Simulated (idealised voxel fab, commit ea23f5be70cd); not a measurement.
Process module, titled voxel gate over fins
Cross-sectional view cut (width: 215 nm; square cell size: 5 nm).
Cross-section spec: square-cell grid; bands listed top down; each band is one or more rows.
The entry gives the band's vertical extent as a top height and a bottom height in nm, then its horizontal make-up as materials from left to right, each with a width in nm. "empty" stands for empty space; a single material marked "edge to edge" fills the band edge to edge.
The reference from which all heights are counted is 0, the level beneath which the as-received wafer is entirely one material; the lowest band, having no lower bound, proceeds downward and is written after the example "from 0 down".
When a width is written as two numbers, as in "30->40", the first number is the width in the top row of cells of the band and the second is the width in its bottom row, and the width changes by the same amount from each row to the next.
Given "no modifications" for a step, no cell of the cross-section differs between before and after that step.
"Sealed void listing": empty spaces of 8 cells or more with no open way to the top, each given as width x height at distance, distance from the left edge, all in nm.
On each step's line, the part that comes after the settings is the simulator's own comment on the step.
For masked steps, "overlay nm" on the step line gives how far right of plan the mask actually lay; a minus sign means it lay to the left.
The steps planned for the process are as follows
| 1 | RECEIVE, material Si |
| 2 | CONFORMAL_DEP, material SiN, thk nm 10 |
| 3 | MASKED_ETCH, tone cover, mask id FINS, width nm 15, pitch nm 40, etch materials SiN, depth nm 10, overlay nm 0 |
| 4 | MASKED_ETCH, tone cover, mask id FINS, width nm 15, pitch nm 40, etch materials Si, depth nm 35, overlay nm 0 |
| 5 | OXIDIZE, depth nm 5 |
| 6 | FILL_DEP, material SiO2, thk nm 5 |
| 7 | CMP, height nm 10 |
| 8 | SELECTIVE_ETCH, etch materials SiO2, depth nm 20 |
| 9 | STRIP, etch materials SiN |
| 10 | CONFORMAL_DEP, material HfO2, thk nm 5 |
| 11 | CONFORMAL_DEP, material TiN, thk nm 5 |
| 12 | CONFORMAL_DEP, material TiAl, thk nm 5 |
| 13 | CONFORMAL_DEP, material TiN, thk nm 5 |
| 14 | FILL_DEP, material W, thk nm 10 |
| 15 | CMP, height nm 25 |
| 16 | CONFORMAL_DEP, material SiCN, thk nm 10 |
Cross-section of the incoming wafer, state after step 1
from 0 down | Si edge to edge
Sealed void listing: none
First of two wafers at the end of the module, shown in cross-section; run carried out as planned
from 35 to 25 | SiCN edge to edge
from 25 to 20 | W edge to edge
from 20 to 15 | W: 65 / TiN: 85 / W: 65
from 15 to 10 | W: 65 / TiN: 5 / TiAl: 35 / TiN: 5 / TiAl: 35 / TiN: 5 / W: 65
from 10 to 5 | TiN: 70 / TiAl: 5 / TiN: 25 / TiAl: 5 / TiN: 5 / TiAl: 5 / TiN: 25 / TiAl: 5 / TiN: 70
from 5 to 0 | TiAl: 75 / TiN: 5 / HfO2: 15 / TiN: 5 / TiAl: 15 / TiN: 5 / HfO2: 15 / TiN: 5 / TiAl: 75
from 0 to -5 | TiN: 80 / HfO2: 5 / Si: 5 / HfO2: 5 / TiN: 25 / HfO2: 5 / Si: 5 / HfO2: 5 / TiN: 80
from -5 to -10 | HfO2: 85 / Si: 5 / HfO2: 35 / Si: 5 / HfO2: 85
from -10 to -40 | SiO2: 85 / Si: 5 / SiO2: 35 / Si: 5 / SiO2: 85
from -40 down | Si edge to edge
Sealed void listing: none
Cross-sectional view of the second of two wafers upon completion of the module. This wafer shared its starting condition and process plan with the first; one error was made during its execution
from 35 to 25 | SiCN edge to edge
from 25 to 20 | W edge to edge
from 20 to 15 | W: 65 / TiN: 85 / W: 65
from 15 to 10 | W: 65 / TiN: 5 / TiAl: 35 / TiN: 5 / TiAl: 35 / TiN: 5 / W: 65
from 10 to 5 | TiN: 70 / TiAl: 5 / TiN: 25 / TiAl: 5 / TiN: 5 / TiAl: 5 / TiN: 25 / TiAl: 5 / TiN: 70
from 5 to 0 | TiAl: 75 / TiN: 5 / HfO2: 15 / TiN: 5 / TiAl: 5 / TiN: 5 / TiAl: 5 / TiN: 5 / HfO2: 15 / TiN: 5 / TiAl: 75
from 0 to -5 | TiN: 70 / TiAl: 5 / TiN: 5 / HfO2: 5 / Si: 5 / HfO2: 5 / TiN: 5 / TiAl: 5 / TiN: 5 / TiAl: 5 / TiN: 5 / HfO2: 5 / Si: 5 / HfO2: 5 / TiN: 5 / TiAl: 5 / TiN: 70
from -5 to -10 | HfO2: 65 / TiN: 5 / TiAl: 5 / TiN: 5 / HfO2: 5 / Si: 5 / HfO2: 5 / TiN: 5 / TiAl: 15 / TiN: 5 / HfO2: 5 / Si: 5 / HfO2: 5 / TiN: 5 / TiAl: 5 / TiN: 5 / HfO2: 65
from -10 to -15 | SiO2: 60 / HfO2: 5 / TiN: 15 / HfO2: 5 / Si: 5 / HfO2: 5 / TiN: 25 / HfO2: 5 / Si: 5 / HfO2: 5 / TiN: 15 / HfO2: 5 / SiO2: 60
from -15 to -20 | SiO2: 60 / HfO2: 25 / Si: 5 / HfO2: 35 / Si: 5 / HfO2: 25 / SiO2: 60
from -20 to -40 | SiO2: 85 / Si: 5 / SiO2: 35 / Si: 5 / SiO2: 85
from -40 down | Si edge to edge
Sealed void listing: none
Deviation noted in wafer processing: note: step 8 <-> step 9, run order reversed vs plan
End of process, cell counts, second wafer against first, materials with more or fewer: +12 HfO2 | -34 SiO2 | +8 TiAl | +14 TiN
